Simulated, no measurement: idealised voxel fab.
process module | voxel capacitor over wiring
cross-section cut | 245 nm wide | cells 5 nm
A cross-section is a grid of square cells, given in bands from the top down. A band is one or more rows of cells.
Each band's line starts with the height of the band's top and of its bottom, in nm. Then come its materials from left to right, each with its width in nm. One material with "throughout" fills the band from edge to edge. "air" is empty space.
Height 0 is the level under which the wafer as received is all one material. The lowest band goes on downwards, as in "0 down".
A width such as "30 to 40" changes by the same amount from each row of cells to the next, from the band's top row to its bottom row.
"no change" after a step means that no cell of the cross-section changed.
closed voids: empty space of 8 cells or more with no open way to the top, each as width x height at its distance from the left edge, in nm
after a step's settings: what the simulator itself notes on the step
overlay nm, on a step with a mask: how far to the right of its planned place the mask lay; to the left if negative
plan
1 op RECEIVE | material Si
2 op CONFORMAL_DEP | material SiO2 | thk nm 15
3 op DIRECTIONAL_DEP | material TiN | thk nm 5
4 op DIRECTIONAL_DEP | material Ru | thk nm 15
5 op DIRECTIONAL_DEP | material aC | thk nm 10
6 op PATTERN | tone cover | mask id METAL_1 | material resist | width nm 25 | pitch nm 85 | thk nm 30 | overlay nm 0
7 op DIRECTIONAL_ETCH | etch materials aC | depth nm 10
8 op STRIP | etch materials resist
9 op DIRECTIONAL_ETCH | etch materials Ru | depth nm 15
10 op DIRECTIONAL_ETCH | etch materials TiN | depth nm 5
11 op STRIP | etch materials aC
12 op FILL_DEP | material SiO2 | thk nm 5
13 op CMP | height nm 35
14 op CONFORMAL_DEP | material SiCN | thk nm 5
15 op DIRECTIONAL_DEP | material SiO2 | thk nm 20
16 op PATTERN | tone open | mask id PLUG_1 | material resist | width nm 15 | thk nm 20 | overlay nm 0
17 op DIRECTIONAL_ETCH | etch materials SiO2 | depth nm 20
18 op DIRECTIONAL_ETCH | etch materials SiCN | depth nm 5
19 op STRIP | etch materials resist
20 op CONFORMAL_DEP | material TiN | thk nm 5
21 op FILL_DEP | material Ru | thk nm 5
22 op CMP | height nm 60
23 op DIRECTIONAL_DEP | material TiN | thk nm 5
24 op DIRECTIONAL_DEP | material SiN | thk nm 5
25 op DIRECTIONAL_DEP | material TiN | thk nm 5
26 op PATTERN | tone cover | mask id UPPER_PLATE | material resist | width nm 65 | thk nm 15 | overlay nm 0
27 op DIRECTIONAL_ETCH | etch materials TiN | depth nm 5
28 op DIRECTIONAL_ETCH | etch materials SiN | depth nm 5
29 op STRIP | etch materials resist
30 op MASKED_ETCH | tone cover | mask id LOWER_PLATE | width nm 75 | etch materials TiN | depth nm 5 | overlay nm 0
31 op FILL_DEP | material SiO2 | thk nm 20
32 op CMP | height nm 90
33 op MASKED_ETCH | tone open | mask id PLUG_2 | width nm 15 | etch materials SiO2 | depth nm 15 | overlay nm 0
34 op CONFORMAL_DEP | material TiN | thk nm 5
35 op FILL_DEP | material Cu | thk nm 5
36 op CMP | height nm 90
37 op CONFORMAL_DEP | material SiN | thk nm 5
first wafer, as planned
as received, after step 1
  0 down: Si throughout
  closed voids: none
after step 2
  15 to 0: SiO2 throughout
  below 0: unchanged
after step 3
  20 to 15: TiN throughout
  below 15: unchanged
after step 4
  35 to 20: Ru throughout
  below 20: unchanged
after step 5
  45 to 35: aC throughout
  below 35: unchanged
after step 6
  75 to 45: air 65 | resist 25 | air 60 | resist 25 | air 70
  below 45: unchanged
after step 7
  65 to 45: air 65 | resist 25 | air 60 | resist 25 | air 70
  45 to 35: air 65 | aC 25 | air 60 | aC 25 | air 70
  below 35: unchanged
after step 8
  45 to 35: air 65 | aC 25 | air 60 | aC 25 | air 70
  below 35: unchanged
after step 9
  45 to 35: air 65 | aC 25 | air 60 | aC 25 | air 70
  35 to 20: air 65 | Ru 25 | air 60 | Ru 25 | air 70
  below 20: unchanged
after step 10
  45 to 35: air 65 | aC 25 | air 60 | aC 25 | air 70
  35 to 20: air 65 | Ru 25 | air 60 | Ru 25 | air 70
  20 to 15: air 65 | TiN 25 | air 60 | TiN 25 | air 70
  below 15: unchanged
after step 11
  35 to 20: air 65 | Ru 25 | air 60 | Ru 25 | air 70
  below 20: unchanged
after step 12
  40 to 35: SiO2 throughout
  35 to 20: SiO2 65 | Ru 25 | SiO2 60 | Ru 25 | SiO2 70
  20 to 15: SiO2 65 | TiN 25 | SiO2 60 | TiN 25 | SiO2 70
  below 15: unchanged
after step 13
  35 to 20: SiO2 65 | Ru 25 | SiO2 60 | Ru 25 | SiO2 70
  below 20: unchanged
after step 14
  40 to 35: SiCN throughout
  below 35: unchanged
after step 15
  60 to 40: SiO2 throughout
  below 40: unchanged
after step 16
  80 to 60: resist 75 | air 15 | resist 155
  below 60: unchanged
after step 17
  80 to 60: resist 75 | air 15 | resist 155
  60 to 40: SiO2 75 | air 15 | SiO2 155
  below 40: unchanged
after step 18
  80 to 60: resist 75 | air 15 | resist 155
  60 to 40: SiO2 75 | air 15 | SiO2 155
  40 to 35: SiCN 75 | air 15 | SiCN 155
  below 35: unchanged
after step 19
  60 to 40: SiO2 75 | air 15 | SiO2 155
  below 40: unchanged
after step 20
  65 to 60: TiN 80 | air 5 | TiN 160
  60 to 40: SiO2 75 | TiN 5 | air 5 | TiN 5 | SiO2 155
  40 to 35: SiCN 75 | TiN 15 | SiCN 155
  below 35: unchanged
after step 21
  70 to 65: Ru throughout
  65 to 60: TiN 80 | Ru 5 | TiN 160
  60 to 40: SiO2 75 | TiN 5 | Ru 5 | TiN 5 | SiO2 155
  below 40: unchanged
after step 22
  60 to 40: SiO2 75 | TiN 5 | Ru 5 | TiN 5 | SiO2 155
  below 40: unchanged
after step 23
  65 to 60: TiN throughout
  below 60: unchanged
after step 24
  70 to 65: SiN throughout
  below 65: unchanged
after step 25
  75 to 70: TiN throughout
  below 70: unchanged
after step 26
  90 to 75: air 75 | resist 65 | air 105
  below 75: unchanged
after step 27
  90 to 75: air 75 | resist 65 | air 105
  75 to 70: air 75 | TiN 65 | air 105
  below 70: unchanged
after step 28
  90 to 75: air 75 | resist 65 | air 105
  75 to 70: air 75 | TiN 65 | air 105
  70 to 65: air 75 | SiN 65 | air 105
  below 65: unchanged
after step 29
  75 to 70: air 75 | TiN 65 | air 105
  below 70: unchanged
after step 30
  75 to 70: air 75 | TiN 65 | air 105
  70 to 65: air 75 | SiN 65 | air 105
  65 to 60: air 70 | TiN 75 | air 100
  below 60: unchanged
after step 31
  95 to 75: SiO2 throughout
  75 to 70: SiO2 75 | TiN 65 | SiO2 105
  70 to 65: SiO2 75 | SiN 65 | SiO2 105
  65 to 60: SiO2 70 | TiN 75 | SiO2 100
  below 60: unchanged
after step 32
  90 to 75: SiO2 throughout
  below 75: unchanged
after step 33
  90 to 75: SiO2 85 | air 15 | SiO2 145
  below 75: unchanged
after step 34
  95 to 90: TiN 90 | air 5 | TiN 150
  90 to 80: SiO2 85 | TiN 5 | air 5 | TiN 5 | SiO2 145
  80 to 70: SiO2 85 to 75 | TiN 15 to 65 | SiO2 145 to 105
  below 70: unchanged
after step 35
  100 to 95: Cu throughout
  95 to 90: TiN 90 | Cu 5 | TiN 150
  90 to 80: SiO2 85 | TiN 5 | Cu 5 | TiN 5 | SiO2 145
  below 80: unchanged
after step 36
  90 to 80: SiO2 85 | TiN 5 | Cu 5 | TiN 5 | SiO2 145
  below 80: unchanged
after step 37
  95 to 90: SiN throughout
  below 90: unchanged
second wafer: like start, like plan, one mistake. Through step 25 it matches the first wafer
when step 26 should have ended
  90 to 75: air 65 | resist 65 | air 115
  below 75: unchanged
when step 27 should have ended
  90 to 75: air 65 | resist 65 | air 115
  75 to 70: air 65 | TiN 65 | air 115
  below 70: unchanged
when step 28 should have ended
  90 to 75: air 65 | resist 65 | air 115
  75 to 70: air 65 | TiN 65 | air 115
  70 to 65: air 65 | SiN 65 | air 115
  below 65: unchanged
when step 29 should have ended
  75 to 70: air 65 | TiN 65 | air 115
  below 70: unchanged
when step 30 should have ended
  75 to 70: air 70 | TiN 60 | air 115
  70 to 65: air 65 | SiN 65 | air 115
  65 to 60: air 65 | TiN 80 | air 100
  below 60: unchanged
when step 31 should have ended
  95 to 75: SiO2 throughout
  75 to 70: SiO2 70 | TiN 60 | SiO2 115
  70 to 65: SiO2 65 | SiN 65 | SiO2 115
  65 to 60: SiO2 65 | TiN 80 | SiO2 100
  below 60: unchanged
when step 32 should have ended
  90 to 75: SiO2 throughout
  below 75: unchanged
when step 33 should have ended
  90 to 75: SiO2 85 | air 15 | SiO2 145
  below 75: unchanged
when step 34 should have ended
  95 to 90: TiN 90 | air 5 | TiN 150
  90 to 80: SiO2 85 | TiN 5 | air 5 | TiN 5 | SiO2 145
  80 to 70: SiO2 85 to 70 | TiN 15 to 60 | SiO2 145 to 115
  below 70: unchanged
when step 35 should have ended
  100 to 95: Cu throughout
  95 to 90: TiN 90 | Cu 5 | TiN 150
  90 to 80: SiO2 85 | TiN 5 | Cu 5 | TiN 5 | SiO2 145
  below 80: unchanged
when step 36 should have ended
  90 to 80: SiO2 85 | TiN 5 | Cu 5 | TiN 5 | SiO2 145
  below 80: unchanged
when step 37 should have ended
  95 to 90: SiN throughout
  below 90: unchanged
what went wrong: step 26 ran as: op PATTERN | tone cover | mask id UPPER_PLATE | material resist | width nm 65 | thk nm 15 | overlay nm -10
at the end the second wafer has, in cells: as many of each material as the first, in other places
